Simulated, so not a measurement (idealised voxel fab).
process module | voxel ribs on slabs
cross-section cut | 220 nm wide | cells 5 nm
A cross-section is a grid of square cells, given in bands from the top down. A band is one or more rows of cells.
Each band's line starts with the height of the band's top and of its bottom, in nm. Then come its materials from left to right, each with its width in nm. One material with "throughout" fills the band from edge to edge. "air" is empty space.
Height 0 is the level under which the wafer as received is all one material. The lowest band goes on downwards, as in "0 down".
A width such as "30 to 40" changes by the same amount from each row of cells to the next, from the band's top row to its bottom row.
"no change" after a step means that no cell of the cross-section changed.
closed voids: empty space of 8 cells or more with no open way to the top, each as width x height at its distance from the left edge, in nm
after a step's settings: what the simulator itself notes on the step
overlay nm, on a step with a mask: how far to the right of its planned place the mask lay; to the left if negative
plan
1 op RECEIVE | material Si
2 op DIRECTIONAL_DEP | material SiO2 | thk nm 30
3 op DIRECTIONAL_DEP | material polySi | thk nm 15
4 op MASKED_ETCH | tone cover | mask id RIB | width nm 15 | etch materials polySi | depth nm 10 | overlay nm 0
5 op MASKED_ETCH | tone cover | mask id SLAB | width nm 65 | etch materials polySi | depth nm 5 | overlay nm 0
6 op FILL_DEP | material SiO2 | thk nm 25
7 op CMP | height nm 55
8 op DIRECTIONAL_DEP | material TiN | thk nm 10
9 op PATTERN | tone cover | mask id HEATER | material resist | width nm 25 | thk nm 20 | overlay nm 0
10 op DIRECTIONAL_ETCH | etch materials TiN | depth nm 10
11 op STRIP | etch materials resist
12 op CONFORMAL_DEP | material SiO2 | thk nm 5
varied across the wafers: height nm of step 7. The plan shows the first wafer's value. All wafers start alike
first wafer as received, after step 1
  0 down: Si throughout
  closed voids: none
each wafer at the end: cells of each material gained (+) or lost (-) since it was received, then its closed voids
height nm 55 | +513 SiO2 | +10 TiN | +19 polySi | closed voids: none
height nm 60 | +557 SiO2 | +10 TiN | +19 polySi | closed voids: none
height nm 65 | +601 SiO2 | +10 TiN | +19 polySi | closed voids: none
height nm 70 | +645 SiO2 | +10 TiN | +19 polySi | closed voids: none
